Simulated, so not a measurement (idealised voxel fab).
process module | voxel transistor to metal
cross-section cut | 150 nm wide | cells 5 nm
A cross-section is a grid of square cells, given in bands from the top down. A band is one or more rows of cells.
Each band's line starts with the height of the band's top and of its bottom, in nm. Then come its materials from left to right, each with its width in nm. One material with "throughout" fills the band from edge to edge. "air" is empty space.
Height 0 is the level under which the wafer as received is all one material. The lowest band goes on downwards, as in "0 down".
A width such as "30 to 40" changes by the same amount from each row of cells to the next, from the band's top row to its bottom row.
"no change" after a step means that no cell of the cross-section changed.
closed voids: empty space of 8 cells or more with no open way to the top, each as width x height at its distance from the left edge, in nm
after a step's settings: what the simulator itself notes on the step
overlay nm, on a step with a mask: how far to the right of its planned place the mask lay; to the left if negative
plan
1 op RECEIVE | material Si
2 op OXIDIZE | depth nm 5
3 op CONFORMAL_DEP | material SiN | thk nm 10
4 op MASKED_ETCH | tone cover | mask id ACTIVE | width nm 115 | etch materials SiN | depth nm 10 | overlay nm 0
5 op MASKED_ETCH | tone cover | mask id ACTIVE | width nm 115 | etch materials SiO2 | depth nm 5 | overlay nm 0
6 op MASKED_ETCH | tone cover | mask id ACTIVE | width nm 115 | etch materials Si | depth nm 25 | overlay nm 0
7 op OXIDIZE | depth nm 5
8 op FILL_DEP | material SiO2 | thk nm 10
9 op CMP | height nm 10
10 op SELECTIVE_ETCH | etch materials SiO2 | depth nm 5
11 op STRIP | etch materials SiN
12 op SELECTIVE_ETCH | etch materials SiO2 | depth nm 5
13 op OXIDIZE | depth nm 5
14 op DIRECTIONAL_DEP | material polySi | thk nm 30
15 op DIRECTIONAL_DEP | material SiCN | thk nm 15
16 op DIRECTIONAL_DEP | material aC | thk nm 15
17 op PATTERN | tone cover | mask id GATE | material resist | width nm 25 | thk nm 35 | overlay nm 0
18 op DIRECTIONAL_ETCH | etch materials aC | depth nm 15
19 op STRIP | etch materials resist
20 op DIRECTIONAL_ETCH | etch materials SiCN | depth nm 25
21 op DIRECTIONAL_ETCH | etch materials polySi | depth nm 40
22 op STRIP | etch materials aC
23 op CONFORMAL_DEP | material SiN | thk nm 5
24 op DIRECTIONAL_ETCH | etch materials SiN | depth nm 5
25 op DIRECTIONAL_ETCH | etch materials SiO2 | depth nm 5
26 op EPI | material nSi | thk nm 5
27 op FILL_DEP | material SiO2 | thk nm 10
28 op CMP | height nm 25
29 op STRIP | etch materials polySi
30 op SELECTIVE_ETCH | etch materials SiO2 | depth nm 5
31 op CONFORMAL_DEP | material HfO2 | thk nm 5
32 op CONFORMAL_DEP | material TiN | thk nm 5
33 op FILL_DEP | material W | thk nm 5
34 op CMP | height nm 20
35 op DIRECTIONAL_DEP | material SiO2 | thk nm 10
36 op DIRECTIONAL_DEP | material aC | thk nm 10
37 op PATTERN | tone open | mask id CONTACT | material resist | width nm 20 | pitch nm 85 | thk nm 25 | overlay nm 0
38 op DIRECTIONAL_ETCH | etch materials aC | depth nm 10
39 op STRIP | etch materials resist
40 op DIRECTIONAL_ETCH | etch materials SiO2 | depth nm 35
41 op STRIP | etch materials aC
42 op CONFORMAL_DEP | material TiN | thk nm 5
43 op FILL_DEP | material W | thk nm 10
44 op CMP | height nm 30
45 op DIRECTIONAL_DEP | material TiN | thk nm 5
46 op DIRECTIONAL_DEP | material W | thk nm 15
47 op DIRECTIONAL_DEP | material aC | thk nm 15
48 op PATTERN | tone cover | mask id METAL_1 | material resist | width nm 20 | pitch nm 85 | thk nm 30 | overlay nm 0
49 op DIRECTIONAL_ETCH | etch materials aC | depth nm 15
50 op STRIP | etch materials resist
51 op DIRECTIONAL_ETCH | etch materials W | depth nm 15
52 op DIRECTIONAL_ETCH | etch materials TiN | depth nm 5
53 op STRIP | etch materials aC
54 op CONFORMAL_DEP | material SiCN | thk nm 5
55 op FILL_DEP | material lowk | thk nm 10
56 op CMP | height nm 50
57 op CONFORMAL_DEP | material SiCN | thk nm 5
58 op DIRECTIONAL_DEP | material lowk | thk nm 35
59 op PATTERN | tone open | mask id METAL_2 | material resist | width nm 20 | pitch nm 85 | thk nm 20 | overlay nm 0
60 op DIRECTIONAL_ETCH | etch materials lowk | depth nm 20
61 op STRIP | etch materials resist
62 op DIRECTIONAL_DEP | material aC | thk nm 15
63 op PATTERN | tone open | mask id METAL_2_HOLES | material resist | width nm 15 | pitch nm 85 | thk nm 35 | overlay nm 0
64 op DIRECTIONAL_ETCH | etch materials aC | depth nm 15
65 op STRIP | etch materials resist
66 op DIRECTIONAL_ETCH | etch materials lowk | depth nm 15
67 op DIRECTIONAL_ETCH | etch materials SiCN | depth nm 5
68 op STRIP | etch materials aC
69 op CONFORMAL_DEP | material TiN | thk nm 5
70 op FILL_DEP | material Cu | thk nm 10
71 op CMP | height nm 90
72 op CONFORMAL_DEP | material SiCN | thk nm 5
first wafer, as planned
as received, after step 1
  0 down: Si throughout
  closed voids: none
after step 2
  0 to -5: SiO2 throughout
  below -5: unchanged
after step 3
  10 to 0: SiN throughout
  below 0: unchanged
after step 4
  10 to 0: air 15 | SiN 115 | air 20
  below 0: unchanged
after step 5
  10 to 0: air 15 | SiN 115 | air 20
  0 to -5: air 15 | SiO2 115 | air 20
  below -5: unchanged
after step 6
  10 to 0: air 15 | SiN 115 | air 20
  0 to -5: air 15 | SiO2 115 | air 20
  -5 to -30: air 15 | Si 115 | air 20
  below -30: unchanged
after step 7
  10 to 0: air 15 | SiN 115 | air 20
  0 to -5: air 15 | SiO2 115 | air 20
  -5 to -30: air 15 | SiO2 5 | Si 105 | SiO2 5 | air 20
  -30 to -35: SiO2 20 | Si 105 | SiO2 25
  below -35: unchanged
after step 8
  20 to 10: SiO2 throughout
  10 to 0: SiO2 15 | SiN 115 | SiO2 20
  0 to -5: SiO2 throughout
  -5 to -35: SiO2 20 | Si 105 | SiO2 25
  below -35: unchanged
after step 9
  10 to 0: SiO2 15 | SiN 115 | SiO2 20
  below 0: unchanged
after step 10
  10 to 5: air 15 | SiN 115 | air 20
  below 5: unchanged
after step 11
  5 to 0: SiO2 15 | air 115 | SiO2 20
  below 0: unchanged
after step 12
  0 to -5: SiO2 10 | air 125 | SiO2 15
  below -5: unchanged
after step 13
  0 to -5: SiO2 10 | air 125 | SiO2 15
  -5 to -10: SiO2 throughout
  below -10: unchanged
after step 14
  30 to 25: polySi 10 | air 125 | polySi 15
  25 to 0: polySi throughout
  0 to -5: SiO2 10 | polySi 125 | SiO2 15
  below -5: unchanged
after step 15
  45 to 40: SiCN 10 | air 125 | SiCN 15
  40 to 30: SiCN throughout
  30 to 25: polySi 10 | SiCN 125 | polySi 15
  below 25: unchanged
after step 16
  60 to 55: aC 10 | air 125 | aC 15
  55 to 45: aC throughout
  45 to 40: SiCN 10 | aC 125 | SiCN 15
  below 40: unchanged
after step 17
  95 to 60: air 60 | resist 25 | air 65
  60 to 55: aC 10 | air 50 | resist 25 | air 50 | aC 15
  below 55: unchanged
after step 18
  80 to 55: air 60 | resist 25 | air 65
  55 to 45: air 60 | aC 25 | air 65
  45 to 40: SiCN 10 | air 50 | aC 25 | air 50 | SiCN 15
  below 40: unchanged
after step 19
  55 to 45: air 60 | aC 25 | air 65
  below 45: unchanged
after step 20
  55 to 40: air 60 | aC 25 | air 65
  40 to 30: air 60 | SiCN 25 | air 65
  30 to 25: polySi 10 | air 50 | SiCN 25 | air 50 | polySi 15
  below 25: unchanged
after step 21
  55 to 40: air 60 | aC 25 | air 65
  40 to 25: air 60 | SiCN 25 | air 65
  25 to 0: air 60 | polySi 25 | air 65
  0 to -5: SiO2 10 | air 50 | polySi 25 | air 50 | SiO2 15
  below -5: unchanged
after step 22
  40 to 25: air 60 | SiCN 25 | air 65
  below 25: unchanged
after step 23
  45 to 40: air 55 | SiN 35 | air 60
  40 to 25: air 55 | SiN 5 | SiCN 25 | SiN 5 | air 60
  25 to 5: air 55 | SiN 5 | polySi 25 | SiN 5 | air 60
  5 to 0: SiN 15 | air 40 | SiN 5 | polySi 25 | SiN 5 | air 40 | SiN 20
  0 to -5: SiO2 10 | SiN 50 | polySi 25 | SiN 50 | SiO2 15
  below -5: unchanged
after step 24
  40 to 25: air 55 | SiN 5 | SiCN 25 | SiN 5 | air 60
  25 to 0: air 55 | SiN 5 | polySi 25 | SiN 5 | air 60
  0 to -5: SiO2 10 | SiN 5 | air 40 | SiN 5 | polySi 25 | SiN 5 | air 40 | SiN 5 | SiO2 15
  below -5: unchanged
after step 25
  40 to 25: air 55 | SiN 5 | SiCN 25 | SiN 5 | air 60
  25 to 0: air 55 | SiN 5 | polySi 25 | SiN 5 | air 60
  0 to -5: air 10 | SiN 5 | air 40 | SiN 5 | polySi 25 | SiN 5 | air 40 | SiN 5 | air 15
  -5 to -10: SiO2 15 | air 40 | SiO2 35 | air 40 | SiO2 20
  below -10: unchanged
after step 26
  40 to 25: air 55 | SiN 5 | SiCN 25 | SiN 5 | air 60
  25 to 0: air 55 | SiN 5 | polySi 25 | SiN 5 | air 60
  0 to -5: air 10 | SiN 5 | air 40 | SiN 5 | polySi 25 | SiN 5 | air 40 | SiN 5 | air 15
  -5 to -10: SiO2 15 | nSi 40 | SiO2 35 | nSi 40 | SiO2 20
  below -10: unchanged
after step 27
  50 to 40: SiO2 throughout
  40 to 25: SiO2 55 | SiN 5 | SiCN 25 | SiN 5 | SiO2 60
  25 to 0: SiO2 55 | SiN 5 | polySi 25 | SiN 5 | SiO2 60
  0 to -5: SiO2 10 | SiN 5 | SiO2 40 | SiN 5 | polySi 25 | SiN 5 | SiO2 40 | SiN 5 | SiO2 15
  below -5: unchanged
after step 28
  25 to 0: SiO2 55 | SiN 5 | polySi 25 | SiN 5 | SiO2 60
  below 0: unchanged
after step 29
  25 to 0: SiO2 55 | SiN 5 | air 25 | SiN 5 | SiO2 60
  0 to -5: SiO2 10 | SiN 5 | SiO2 40 | SiN 5 | air 25 | SiN 5 | SiO2 40 | SiN 5 | SiO2 15
  below -5: unchanged
after step 30
  25 to 20: air 55 | SiN 5 | air 25 | SiN 5 | air 60
  20 to 0: SiO2 55 | SiN 5 | air 25 | SiN 5 | SiO2 60
  0 to -5: SiO2 10 | SiN 5 | SiO2 40 | SiN 5 | air 25 | SiN 5 | SiO2 40 | SiN 5 | SiO2 15
  -5 to -10: SiO2 15 | nSi 40 | air 35 | nSi 40 | SiO2 20
  below -10: unchanged
after step 31
  30 to 25: air 50 | HfO2 15 | air 15 | HfO2 15 | air 55
  25 to 20: HfO2 55 | SiN 5 | HfO2 5 | air 15 | HfO2 5 | SiN 5 | HfO2 60
  20 to 0: SiO2 55 | SiN 5 | HfO2 5 | air 15 | HfO2 5 | SiN 5 | SiO2 60
  0 to -5: SiO2 10 | SiN 5 | SiO2 40 | SiN 5 | HfO2 5 | air 15 | HfO2 5 | SiN 5 | SiO2 40 | SiN 5 | SiO2 15
  -5 to -10: SiO2 15 | nSi 40 | HfO2 35 | nSi 40 | SiO2 20
  below -10: unchanged
after step 32
  35 to 30: air 45 | TiN 25 | air 5 | TiN 25 | air 50
  30 to 25: TiN 50 | HfO2 15 | TiN 5 | air 5 | TiN 5 | HfO2 15 | TiN 55
  25 to 20: HfO2 55 | SiN 5 | HfO2 5 | TiN 5 | air 5 | TiN 5 | HfO2 5 | SiN 5 | HfO2 60
  20 to 0: SiO2 55 | SiN 5 | HfO2 5 | TiN 5 | air 5 | TiN 5 | HfO2 5 | SiN 5 | SiO2 60
  0 to -5: SiO2 10 | SiN 5 | SiO2 40 | SiN 5 | HfO2 5 | TiN 15 | HfO2 5 | SiN 5 | SiO2 40 | SiN 5 | SiO2 15
  below -5: unchanged
after step 33
  40 to 35: W throughout
  35 to 30: W 45 | TiN 25 | W 5 | TiN 25 | W 50
  30 to 25: TiN 50 | HfO2 15 | TiN 5 | W 5 | TiN 5 | HfO2 15 | TiN 55
  25 to 20: HfO2 55 | SiN 5 | HfO2 5 | TiN 5 | W 5 | TiN 5 | HfO2 5 | SiN 5 | HfO2 60
  20 to 0: SiO2 55 | SiN 5 | HfO2 5 | TiN 5 | W 5 | TiN 5 | HfO2 5 | SiN 5 | SiO2 60
  below 0: unchanged
after step 34
  20 to 0: SiO2 55 | SiN 5 | HfO2 5 | TiN 5 | W 5 | TiN 5 | HfO2 5 | SiN 5 | SiO2 60
  below 0: unchanged
after step 35
  30 to 20: SiO2 throughout
  below 20: unchanged
after step 36
  40 to 30: aC throughout
  below 30: unchanged
after step 37
  65 to 40: resist 20 | air 20 | resist 65 | air 20 | resist 25
  below 40: unchanged
after step 38
  55 to 40: resist 20 | air 20 | resist 65 | air 20 | resist 25
  40 to 30: aC 20 | air 20 | aC 65 | air 20 | aC 25
  below 30: unchanged
after step 39
  40 to 30: aC 20 | air 20 | aC 65 | air 20 | aC 25
  below 30: unchanged
after step 40
  40 to 30: aC 20 | air 20 | aC 65 | air 20 | aC 25
  30 to 20: SiO2 20 | air 20 | SiO2 65 | air 20 | SiO2 25
  20 to 0: SiO2 20 | air 20 | SiO2 15 | SiN 5 | HfO2 5 | TiN 5 | W 5 | TiN 5 | HfO2 5 | SiN 5 | SiO2 15 | air 20 | SiO2 25
  0 to -5: SiO2 10 | SiN 5 | SiO2 5 | air 20 | SiO2 15 | SiN 5 | HfO2 5 | TiN 15 | HfO2 5 | SiN 5 | SiO2 15 | air 20 | SiO2 5 | SiN 5 | SiO2 15
  below -5: unchanged
after step 41
  30 to 20: SiO2 20 | air 20 | SiO2 65 | air 20 | SiO2 25
  below 20: unchanged
after step 42
  35 to 30: TiN 25 | air 10 | TiN 75 | air 10 | TiN 30
  30 to 20: SiO2 20 | TiN 5 | air 10 | TiN 5 | SiO2 65 | TiN 5 | air 10 | TiN 5 | SiO2 25
  20 to 0: SiO2 20 | TiN 5 | air 10 | TiN 5 | SiO2 15 | SiN 5 | HfO2 5 | TiN 5 | W 5 | TiN 5 | HfO2 5 | SiN 5 | SiO2 15 | TiN 5 | air 10 | TiN 5 | SiO2 25
  0 to -5: SiO2 10 | SiN 5 | SiO2 5 | TiN 20 | SiO2 15 | SiN 5 | HfO2 5 | TiN 15 | HfO2 5 | SiN 5 | SiO2 15 | TiN 20 | SiO2 5 | SiN 5 | SiO2 15
  below -5: unchanged
after step 43
  45 to 35: W throughout
  35 to 30: TiN 25 | W 10 | TiN 75 | W 10 | TiN 30
  30 to 20: SiO2 20 | TiN 5 | W 10 | TiN 5 | SiO2 65 | TiN 5 | W 10 | TiN 5 | SiO2 25
  20 to 0: SiO2 20 | TiN 5 | W 10 | TiN 5 | SiO2 15 | SiN 5 | HfO2 5 | TiN 5 | W 5 | TiN 5 | HfO2 5 | SiN 5 | SiO2 15 | TiN 5 | W 10 | TiN 5 | SiO2 25
  below 0: unchanged
after step 44
  30 to 20: SiO2 20 | TiN 5 | W 10 | TiN 5 | SiO2 65 | TiN 5 | W 10 | TiN 5 | SiO2 25
  below 20: unchanged
after step 45
  35 to 30: TiN throughout
  below 30: unchanged
after step 46
  50 to 35: W throughout
  below 35: unchanged
after step 47
  65 to 50: aC throughout
  below 50: unchanged
after step 48
  95 to 65: air 20 | resist 20 | air 65 | resist 20 | air 25
  below 65: unchanged
after step 49
  80 to 65: air 20 | resist 20 | air 65 | resist 20 | air 25
  65 to 50: air 20 | aC 20 | air 65 | aC 20 | air 25
  below 50: unchanged
after step 50
  65 to 50: air 20 | aC 20 | air 65 | aC 20 | air 25
  below 50: unchanged
after step 51
  65 to 50: air 20 | aC 20 | air 65 | aC 20 | air 25
  50 to 35: air 20 | W 20 | air 65 | W 20 | air 25
  below 35: unchanged
after step 52
  65 to 50: air 20 | aC 20 | air 65 | aC 20 | air 25
  50 to 35: air 20 | W 20 | air 65 | W 20 | air 25
  35 to 30: air 20 | TiN 20 | air 65 | TiN 20 | air 25
  below 30: unchanged
after step 53
  50 to 35: air 20 | W 20 | air 65 | W 20 | air 25
  below 35: unchanged
after step 54
  55 to 50: air 15 | SiCN 30 | air 55 | SiCN 30 | air 20
  50 to 35: air 15 | SiCN 5 | W 20 | SiCN 5 | air 55 | SiCN 5 | W 20 | SiCN 5 | air 20
  35 to 30: SiCN 20 | TiN 20 | SiCN 65 | TiN 20 | SiCN 25
  below 30: unchanged
after step 55
  65 to 55: lowk throughout
  55 to 50: lowk 15 | SiCN 30 | lowk 55 | SiCN 30 | lowk 20
  50 to 35: lowk 15 | SiCN 5 | W 20 | SiCN 5 | lowk 55 | SiCN 5 | W 20 | SiCN 5 | lowk 20
  below 35: unchanged
after step 56
  50 to 35: lowk 15 | SiCN 5 | W 20 | SiCN 5 | lowk 55 | SiCN 5 | W 20 | SiCN 5 | lowk 20
  below 35: unchanged
after step 57
  55 to 50: SiCN throughout
  below 50: unchanged
after step 58
  90 to 55: lowk throughout
  below 55: unchanged
after step 59
  110 to 90: resist 20 | air 20 | resist 65 | air 20 | resist 25
  below 90: unchanged
after step 60
  110 to 90: resist 20 | air 20 | resist 65 | air 20 | resist 25
  90 to 70: lowk 20 | air 20 | lowk 65 | air 20 | lowk 25
  below 70: unchanged
after step 61
  90 to 70: lowk 20 | air 20 | lowk 65 | air 20 | lowk 25
  below 70: unchanged
after step 62
  105 to 90: aC 20 | air 20 | aC 65 | air 20 | aC 25
  90 to 85: lowk 20 | air 20 | lowk 65 | air 20 | lowk 25
  85 to 70: lowk 20 | aC 20 | lowk 65 | aC 20 | lowk 25
  below 70: unchanged
after step 63
  140 to 105: resist 20 | air 15 | resist 70 | air 15 | resist 30
  105 to 90: aC 20 | air 15 | resist 5 | aC 65 | air 15 | resist 5 | aC 25
  90 to 85: lowk 20 | air 15 | resist 5 | lowk 65 | air 15 | resist 5 | lowk 25
  below 85: unchanged
after step 64
  125 to 105: resist 20 | air 15 | resist 70 | air 15 | resist 30
  105 to 90: aC 20 | air 15 | resist 5 | aC 65 | air 15 | resist 5 | aC 25
  90 to 85: lowk 20 | air 15 | resist 5 | lowk 65 | air 15 | resist 5 | lowk 25
  85 to 70: lowk 20 | air 15 | aC 5 | lowk 65 | air 15 | aC 5 | lowk 25
  below 70: unchanged
after step 65
  105 to 90: aC 20 | air 20 | aC 65 | air 20 | aC 25
  90 to 85: lowk 20 | air 20 | lowk 65 | air 20 | lowk 25
  below 85: unchanged
after step 66
  105 to 90: aC 20 | air 20 | aC 65 | air 20 | aC 25
  90 to 85: lowk 20 | air 20 | lowk 65 | air 20 | lowk 25
  85 to 70: lowk 20 | air 15 | aC 5 | lowk 65 | air 15 | aC 5 | lowk 25
  70 to 55: lowk 20 | air 15 | lowk 70 | air 15 | lowk 30
  below 55: unchanged
after step 67
  105 to 90: aC 20 | air 20 | aC 65 | air 20 | aC 25
  90 to 85: lowk 20 | air 20 | lowk 65 | air 20 | lowk 25
  85 to 70: lowk 20 | air 15 | aC 5 | lowk 65 | air 15 | aC 5 | lowk 25
  70 to 55: lowk 20 | air 15 | lowk 70 | air 15 | lowk 30
  55 to 50: SiCN 20 | air 15 | SiCN 70 | air 15 | SiCN 30
  below 50: unchanged
after step 68
  90 to 70: lowk 20 | air 20 | lowk 65 | air 20 | lowk 25
  below 70: unchanged
after step 69
  95 to 90: TiN 25 | air 10 | TiN 75 | air 10 | TiN 30
  90 to 75: lowk 20 | TiN 5 | air 10 | TiN 5 | lowk 65 | TiN 5 | air 10 | TiN 5 | lowk 25
  75 to 70: lowk 20 | TiN 5 | air 5 | TiN 10 | lowk 65 | TiN 5 | air 5 | TiN 10 | lowk 25
  70 to 55: lowk 20 | TiN 5 | air 5 | TiN 5 | lowk 70 | TiN 5 | air 5 | TiN 5 | lowk 30
  55 to 50: SiCN 20 | TiN 15 | SiCN 70 | TiN 15 | SiCN 30
  below 50: unchanged
after step 70
  105 to 95: Cu throughout
  95 to 90: TiN 25 | Cu 10 | TiN 75 | Cu 10 | TiN 30
  90 to 75: lowk 20 | TiN 5 | Cu 10 | TiN 5 | lowk 65 | TiN 5 | Cu 10 | TiN 5 | lowk 25
  75 to 70: lowk 20 | TiN 5 | Cu 5 | TiN 10 | lowk 65 | TiN 5 | Cu 5 | TiN 10 | lowk 25
  70 to 55: lowk 20 | TiN 5 | Cu 5 | TiN 5 | lowk 70 | TiN 5 | Cu 5 | TiN 5 | lowk 30
  below 55: unchanged
after step 71
  90 to 75: lowk 20 | TiN 5 | Cu 10 | TiN 5 | lowk 65 | TiN 5 | Cu 10 | TiN 5 | lowk 25
  below 75: unchanged
after step 72
  95 to 90: SiCN throughout
  below 90: unchanged
second wafer: like start, like plan, one mistake. Through step 32 it matches the first wafer
when step 33 should have ended
  40 to 35: Cu throughout
  35 to 30: Cu 45 | TiN 25 | Cu 5 | TiN 25 | Cu 50
  30 to 25: TiN 50 | HfO2 15 | TiN 5 | Cu 5 | TiN 5 | HfO2 15 | TiN 55
  25 to 20: HfO2 55 | SiN 5 | HfO2 5 | TiN 5 | Cu 5 | TiN 5 | HfO2 5 | SiN 5 | HfO2 60
  20 to 0: SiO2 55 | SiN 5 | HfO2 5 | TiN 5 | Cu 5 | TiN 5 | HfO2 5 | SiN 5 | SiO2 60
  below 0: unchanged
when step 34 should have ended
  20 to 0: SiO2 55 | SiN 5 | HfO2 5 | TiN 5 | Cu 5 | TiN 5 | HfO2 5 | SiN 5 | SiO2 60
  below 0: unchanged
when step 35 should have ended
  30 to 20: SiO2 throughout
  below 20: unchanged
when step 36 should have ended
  40 to 30: aC throughout
  below 30: unchanged
when step 37 should have ended
  65 to 40: resist 20 | air 20 | resist 65 | air 20 | resist 25
  below 40: unchanged
when step 38 should have ended
  55 to 40: resist 20 | air 20 | resist 65 | air 20 | resist 25
  40 to 30: aC 20 | air 20 | aC 65 | air 20 | aC 25
  below 30: unchanged
when step 39 should have ended
  40 to 30: aC 20 | air 20 | aC 65 | air 20 | aC 25
  below 30: unchanged
when step 40 should have ended
  40 to 30: aC 20 | air 20 | aC 65 | air 20 | aC 25
  30 to 20: SiO2 20 | air 20 | SiO2 65 | air 20 | SiO2 25
  20 to 0: SiO2 20 | air 20 | SiO2 15 | SiN 5 | HfO2 5 | TiN 5 | Cu 5 | TiN 5 | HfO2 5 | SiN 5 | SiO2 15 | air 20 | SiO2 25
  0 to -5: SiO2 10 | SiN 5 | SiO2 5 | air 20 | SiO2 15 | SiN 5 | HfO2 5 | TiN 15 | HfO2 5 | SiN 5 | SiO2 15 | air 20 | SiO2 5 | SiN 5 | SiO2 15
  below -5: unchanged
when step 41 should have ended
  30 to 20: SiO2 20 | air 20 | SiO2 65 | air 20 | SiO2 25
  below 20: unchanged
when step 42 should have ended
  35 to 30: TiN 25 | air 10 | TiN 75 | air 10 | TiN 30
  30 to 20: SiO2 20 | TiN 5 | air 10 | TiN 5 | SiO2 65 | TiN 5 | air 10 | TiN 5 | SiO2 25
  20 to 0: SiO2 20 | TiN 5 | air 10 | TiN 5 | SiO2 15 | SiN 5 | HfO2 5 | TiN 5 | Cu 5 | TiN 5 | HfO2 5 | SiN 5 | SiO2 15 | TiN 5 | air 10 | TiN 5 | SiO2 25
  0 to -5: SiO2 10 | SiN 5 | SiO2 5 | TiN 20 | SiO2 15 | SiN 5 | HfO2 5 | TiN 15 | HfO2 5 | SiN 5 | SiO2 15 | TiN 20 | SiO2 5 | SiN 5 | SiO2 15
  below -5: unchanged
when step 43 should have ended
  45 to 35: W throughout
  35 to 30: TiN 25 | W 10 | TiN 75 | W 10 | TiN 30
  30 to 20: SiO2 20 | TiN 5 | W 10 | TiN 5 | SiO2 65 | TiN 5 | W 10 | TiN 5 | SiO2 25
  20 to 0: SiO2 20 | TiN 5 | W 10 | TiN 5 | SiO2 15 | SiN 5 | HfO2 5 | TiN 5 | Cu 5 | TiN 5 | HfO2 5 | SiN 5 | SiO2 15 | TiN 5 | W 10 | TiN 5 | SiO2 25
  below 0: unchanged
when step 44 should have ended
  30 to 20: SiO2 20 | TiN 5 | W 10 | TiN 5 | SiO2 65 | TiN 5 | W 10 | TiN 5 | SiO2 25
  below 20: unchanged
when step 45 should have ended
  35 to 30: TiN throughout
  below 30: unchanged
when step 46 should have ended
  50 to 35: W throughout
  below 35: unchanged
when step 47 should have ended
  65 to 50: aC throughout
  below 50: unchanged
when step 48 should have ended
  95 to 65: air 20 | resist 20 | air 65 | resist 20 | air 25
  below 65: unchanged
when step 49 should have ended
  80 to 65: air 20 | resist 20 | air 65 | resist 20 | air 25
  65 to 50: air 20 | aC 20 | air 65 | aC 20 | air 25
  below 50: unchanged
when step 50 should have ended
  65 to 50: air 20 | aC 20 | air 65 | aC 20 | air 25
  below 50: unchanged
when step 51 should have ended
  65 to 50: air 20 | aC 20 | air 65 | aC 20 | air 25
  50 to 35: air 20 | W 20 | air 65 | W 20 | air 25
  below 35: unchanged
when step 52 should have ended
  65 to 50: air 20 | aC 20 | air 65 | aC 20 | air 25
  50 to 35: air 20 | W 20 | air 65 | W 20 | air 25
  35 to 30: air 20 | TiN 20 | air 65 | TiN 20 | air 25
  below 30: unchanged
when step 53 should have ended
  50 to 35: air 20 | W 20 | air 65 | W 20 | air 25
  below 35: unchanged
when step 54 should have ended
  55 to 50: air 15 | SiCN 30 | air 55 | SiCN 30 | air 20
  50 to 35: air 15 | SiCN 5 | W 20 | SiCN 5 | air 55 | SiCN 5 | W 20 | SiCN 5 | air 20
  35 to 30: SiCN 20 | TiN 20 | SiCN 65 | TiN 20 | SiCN 25
  below 30: unchanged
when step 55 should have ended
  65 to 55: lowk throughout
  55 to 50: lowk 15 | SiCN 30 | lowk 55 | SiCN 30 | lowk 20
  50 to 35: lowk 15 | SiCN 5 | W 20 | SiCN 5 | lowk 55 | SiCN 5 | W 20 | SiCN 5 | lowk 20
  below 35: unchanged
when step 56 should have ended
  50 to 35: lowk 15 | SiCN 5 | W 20 | SiCN 5 | lowk 55 | SiCN 5 | W 20 | SiCN 5 | lowk 20
  below 35: unchanged
when step 57 should have ended
  55 to 50: SiCN throughout
  below 50: unchanged
when step 58 should have ended
  90 to 55: lowk throughout
  below 55: unchanged
when step 59 should have ended
  110 to 90: resist 20 | air 20 | resist 65 | air 20 | resist 25
  below 90: unchanged
when step 60 should have ended
  110 to 90: resist 20 | air 20 | resist 65 | air 20 | resist 25
  90 to 70: lowk 20 | air 20 | lowk 65 | air 20 | lowk 25
  below 70: unchanged
when step 61 should have ended
  90 to 70: lowk 20 | air 20 | lowk 65 | air 20 | lowk 25
  below 70: unchanged
when step 62 should have ended
  105 to 90: aC 20 | air 20 | aC 65 | air 20 | aC 25
  90 to 85: lowk 20 | air 20 | lowk 65 | air 20 | lowk 25
  85 to 70: lowk 20 | aC 20 | lowk 65 | aC 20 | lowk 25
  below 70: unchanged
when step 63 should have ended
  140 to 105: resist 20 | air 15 | resist 70 | air 15 | resist 30
  105 to 90: aC 20 | air 15 | resist 5 | aC 65 | air 15 | resist 5 | aC 25
  90 to 85: lowk 20 | air 15 | resist 5 | lowk 65 | air 15 | resist 5 | lowk 25
  below 85: unchanged
when step 64 should have ended
  125 to 105: resist 20 | air 15 | resist 70 | air 15 | resist 30
  105 to 90: aC 20 | air 15 | resist 5 | aC 65 | air 15 | resist 5 | aC 25
  90 to 85: lowk 20 | air 15 | resist 5 | lowk 65 | air 15 | resist 5 | lowk 25
  85 to 70: lowk 20 | air 15 | aC 5 | lowk 65 | air 15 | aC 5 | lowk 25
  below 70: unchanged
when step 65 should have ended
  105 to 90: aC 20 | air 20 | aC 65 | air 20 | aC 25
  90 to 85: lowk 20 | air 20 | lowk 65 | air 20 | lowk 25
  below 85: unchanged
when step 66 should have ended
  105 to 90: aC 20 | air 20 | aC 65 | air 20 | aC 25
  90 to 85: lowk 20 | air 20 | lowk 65 | air 20 | lowk 25
  85 to 70: lowk 20 | air 15 | aC 5 | lowk 65 | air 15 | aC 5 | lowk 25
  70 to 55: lowk 20 | air 15 | lowk 70 | air 15 | lowk 30
  below 55: unchanged
when step 67 should have ended
  105 to 90: aC 20 | air 20 | aC 65 | air 20 | aC 25
  90 to 85: lowk 20 | air 20 | lowk 65 | air 20 | lowk 25
  85 to 70: lowk 20 | air 15 | aC 5 | lowk 65 | air 15 | aC 5 | lowk 25
  70 to 55: lowk 20 | air 15 | lowk 70 | air 15 | lowk 30
  55 to 50: SiCN 20 | air 15 | SiCN 70 | air 15 | SiCN 30
  below 50: unchanged
when step 68 should have ended
  90 to 70: lowk 20 | air 20 | lowk 65 | air 20 | lowk 25
  below 70: unchanged
when step 69 should have ended
  95 to 90: TiN 25 | air 10 | TiN 75 | air 10 | TiN 30
  90 to 75: lowk 20 | TiN 5 | air 10 | TiN 5 | lowk 65 | TiN 5 | air 10 | TiN 5 | lowk 25
  75 to 70: lowk 20 | TiN 5 | air 5 | TiN 10 | lowk 65 | TiN 5 | air 5 | TiN 10 | lowk 25
  70 to 55: lowk 20 | TiN 5 | air 5 | TiN 5 | lowk 70 | TiN 5 | air 5 | TiN 5 | lowk 30
  55 to 50: SiCN 20 | TiN 15 | SiCN 70 | TiN 15 | SiCN 30
  below 50: unchanged
when step 70 should have ended
  105 to 95: Cu throughout
  95 to 90: TiN 25 | Cu 10 | TiN 75 | Cu 10 | TiN 30
  90 to 75: lowk 20 | TiN 5 | Cu 10 | TiN 5 | lowk 65 | TiN 5 | Cu 10 | TiN 5 | lowk 25
  75 to 70: lowk 20 | TiN 5 | Cu 5 | TiN 10 | lowk 65 | TiN 5 | Cu 5 | TiN 10 | lowk 25
  70 to 55: lowk 20 | TiN 5 | Cu 5 | TiN 5 | lowk 70 | TiN 5 | Cu 5 | TiN 5 | lowk 30
  below 55: unchanged
when step 71 should have ended
  90 to 75: lowk 20 | TiN 5 | Cu 10 | TiN 5 | lowk 65 | TiN 5 | Cu 10 | TiN 5 | lowk 25
  below 75: unchanged
when step 72 should have ended
  95 to 90: SiCN throughout
  below 90: unchanged
what went wrong: step 33 ran as: op FILL_DEP | material Cu | thk nm 5
at the end the second wafer has, in cells: 4 more of Cu | 4 fewer of W
